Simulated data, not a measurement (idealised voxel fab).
The following process module bears the name voxel wiring stack.
Cross-section cut: width 200 nm, square cells of 5 nm.
Square cells in a grid make up a cross-section in this document, and the grid is given as bands, listed from the top down, each one or more rows of cells.
First you get the band's top height and its bottom height, in nm, and then the materials it's made of, left to right, with each width in nm. If you see a single material with "full width", that one covers the band edge to edge. "blank" is empty space.
Basically, 0 is our baseline, since under it the wafer straight out of the box is all one material. The bottom band has no lower end and keeps on going down, so it looks like "top 0, no bottom".
A width such as "30->40" changes by the same amount from each row of cells to the next, from the band's top row to its bottom row.
No cell of the cross-section changed in a step that is given as "no alterations made".
If an empty space has no open way to the top and is at least 8 cells in size, "Fully enclosed voids" lists it, written width x height at distance, where distance is measured from the left edge and every value is in nm.
Text after the settings on a step's line: the simulator's own remark on that step.
You can add "overlay nm" to a step's line. For a step with a mask, it describes how far the mask lay to the right of its planned position, and a negative number describes a lay to the left.

**plan**
1 RECEIVE [material Si]
2 CONFORMAL_DEP [material SiO2] [thk nm 15]
3 DIRECTIONAL_DEP [material TiN] [thk nm 5]
4 DIRECTIONAL_DEP [material W] [thk nm 25]
5 PATTERN [tone cover] [mask id METAL_1] [material resist] [width nm 25] [pitch nm 55] [thk nm 20] [overlay nm 0]
6 DIRECTIONAL_ETCH [etch materials W] [depth nm 25]
7 DIRECTIONAL_ETCH [etch materials TiN] [depth nm 5]
8 STRIP [etch materials resist]
9 CONFORMAL_DEP [material SiCN] [thk nm 5]
10 FILL_DEP [material lowk] [thk nm 5]
11 CMP [height nm 45]
12 CONFORMAL_DEP [material SiCN] [thk nm 5]
13 DIRECTIONAL_DEP [material lowk] [thk nm 20]
14 DIRECTIONAL_DEP [material aC] [thk nm 15]
15 PATTERN [tone open] [mask id PLUG_1] [material resist] [width nm 15] [thk nm 30] [overlay nm 0]
16 DIRECTIONAL_ETCH [etch materials aC] [depth nm 15]
17 STRIP [etch materials resist]
18 DIRECTIONAL_ETCH [etch materials lowk] [depth nm 20]
19 DIRECTIONAL_ETCH [etch materials SiCN] [depth nm 5]
20 STRIP [etch materials aC]
21 EPI [material Ru] [thk nm 10]
22 EPI [material Ru] [thk nm 10]
23 EPI [material Ru] [thk nm 5]
24 DIRECTIONAL_DEP [material TiN] [thk nm 5]
25 DIRECTIONAL_DEP [material Ru] [thk nm 20]
26 DIRECTIONAL_DEP [material aC] [thk nm 15]
27 PATTERN [tone cover] [mask id METAL_2] [material resist] [width nm 25] [pitch nm 55] [thk nm 30] [overlay nm 0]
28 DIRECTIONAL_ETCH [etch materials aC] [depth nm 15]
29 STRIP [etch materials resist]
30 DIRECTIONAL_ETCH [etch materials Ru] [depth nm 20]
31 DIRECTIONAL_ETCH [etch materials TiN] [depth nm 5]
32 STRIP [etch materials aC]
33 CONFORMAL_DEP [material SiN] [thk nm 5]
34 FILL_DEP [material SiO2] [thk nm 10]
35 CMP [height nm 95]
36 CONFORMAL_DEP [material SiCN] [thk nm 5]
37 DIRECTIONAL_DEP [material lowk] [thk nm 10]
38 DIRECTIONAL_DEP [material aC] [thk nm 10]
39 PATTERN [tone open] [mask id PLUG_2] [material resist] [width nm 15] [pitch nm 55] [thk nm 25] [overlay nm 0]
40 DIRECTIONAL_ETCH [etch materials aC] [depth nm 10]
41 STRIP [etch materials resist]
42 DIRECTIONAL_ETCH [etch materials lowk] [depth nm 10]
43 DIRECTIONAL_ETCH [etch materials SiCN] [depth nm 5]
44 STRIP [etch materials aC]
45 CONFORMAL_DEP [material TiN] [thk nm 5]
46 FILL_DEP [material Ru] [thk nm 10]
47 CMP [height nm 110]
48 CONFORMAL_DEP [material SiN] [thk nm 5]
49 DIRECTIONAL_DEP [material SiO2] [thk nm 25]
50 PATTERN [tone open] [mask id METAL_3] [material resist] [width nm 25] [pitch nm 55] [thk nm 20] [overlay nm 0]
51 DIRECTIONAL_ETCH [etch materials SiO2] [depth nm 25]
52 DIRECTIONAL_ETCH [etch materials SiN] [depth nm 5]
53 STRIP [etch materials resist]
54 CONFORMAL_DEP [material TiN] [thk nm 5]
55 FILL_DEP [material Cu] [thk nm 10]
56 CMP [height nm 140]
57 CONFORMAL_DEP [material SiCN] [thk nm 5]
Quick note for whoever runs this: the wafers start identical, but the width nm at step 39 isn't the same across them. The plan just shows what the first wafer had.

**Cross-section of the first of several wafers as received (after step 1)**
- top 0, no bottom | Si full width
- Fully enclosed voids: none

**first wafer at the end, after step 57**
- top 145, bottom 140 | SiCN full width
- top 140, bottom 115 | SiO2 60, then TiN 5, then Cu 15, then TiN 5, then SiO2 30, then TiN 5, then Cu 15, then TiN 5, then SiO2 60
- top 115, bottom 110 | SiN 60, then TiN 25, then SiN 30, then TiN 25, then SiN 60
- top 110, bottom 100 | lowk 60, then TiN 5, then Ru 5, then TiN 5, then lowk 40, then TiN 5, then Ru 5, then TiN 5, then lowk 70
- top 100, bottom 95 | SiCN 60, then TiN 15, then SiCN 40, then TiN 15, then SiCN 70
- top 95, bottom 75 | SiO2 55, then SiN 5, then Ru 25, then SiN 5, then SiO2 20, then SiN 5, then Ru 25, then SiN 5, then SiO2 55
- top 75, bottom 70 | SiN 60, then TiN 25, then SiN 30, then TiN 25, then SiN 60
- top 70, bottom 50 | lowk 60, then Ru 15, then lowk 125
- top 50, bottom 45 | SiCN 60, then Ru 15, then SiCN 125
- top 45, bottom 20 | lowk 55, then SiCN 5, then W 25, then SiCN 5, then lowk 20, then SiCN 5, then W 25, then SiCN 5, then lowk 55
- top 20, bottom 15 | SiCN 60, then TiN 25, then SiCN 30, then TiN 25, then SiCN 60
- top 15, bottom 0 | SiO2 full width
- top 0, no bottom | Si full width
- Fully enclosed voids: none

**Cross-section of the final wafer among several, taken at the end of the module**
- top 145, bottom 140 | SiCN full width
- top 140, bottom 115 | SiO2 60, then TiN 5, then Cu 15, then TiN 5, then SiO2 30, then TiN 5, then Cu 15, then TiN 5, then SiO2 60
- top 115, bottom 110 | SiN 60, then TiN 25, then SiN 30, then TiN 25, then SiN 60
- top 110, bottom 100 | lowk 55, then TiN 5, then Ru 20, then TiN 5, then lowk 25, then TiN 5, then Ru 20, then TiN 5, then lowk 60
- top 100, bottom 95 | SiCN 55, then TiN 30, then SiCN 25, then TiN 30, then SiCN 60
- top 95, bottom 75 | SiO2 55, then SiN 5, then Ru 25, then SiN 5, then SiO2 20, then SiN 5, then Ru 25, then SiN 5, then SiO2 55
- top 75, bottom 70 | SiN 60, then TiN 25, then SiN 30, then TiN 25, then SiN 60
- top 70, bottom 50 | lowk 60, then Ru 15, then lowk 125
- top 50, bottom 45 | SiCN 60, then Ru 15, then SiCN 125
- top 45, bottom 20 | lowk 55, then SiCN 5, then W 25, then SiCN 5, then lowk 20, then SiCN 5, then W 25, then SiCN 5, then lowk 55
- top 20, bottom 15 | SiCN 60, then TiN 25, then SiCN 30, then TiN 25, then SiCN 60
- top 15, bottom 0 | SiO2 full width
- top 0, no bottom | Si full width
- Fully enclosed voids: none

**Basically each wafer gets a line in the table, showing it at the end of the module: material by material, the cells it gained (+) or lost (-) since we got it, then its closed voids**
width nm 15 | +30 Cu | +59 Ru | +161 SiCN | +76 SiN | +374 SiO2 | +64 TiN | +50 W | +346 lowk | Fully enclosed voids: none
width nm 20 | +30 Cu | +63 Ru | +159 SiCN | +76 SiN | +374 SiO2 | +66 TiN | +50 W | +342 lowk | Fully enclosed voids: none
width nm 25 | +30 Cu | +67 Ru | +157 SiCN | +76 SiN | +374 SiO2 | +68 TiN | +50 W | +338 lowk | Fully enclosed voids: none
width nm 30 | +30 Cu | +71 Ru | +155 SiCN | +76 SiN | +374 SiO2 | +70 TiN | +50 W | +334 lowk | Fully enclosed voids: none
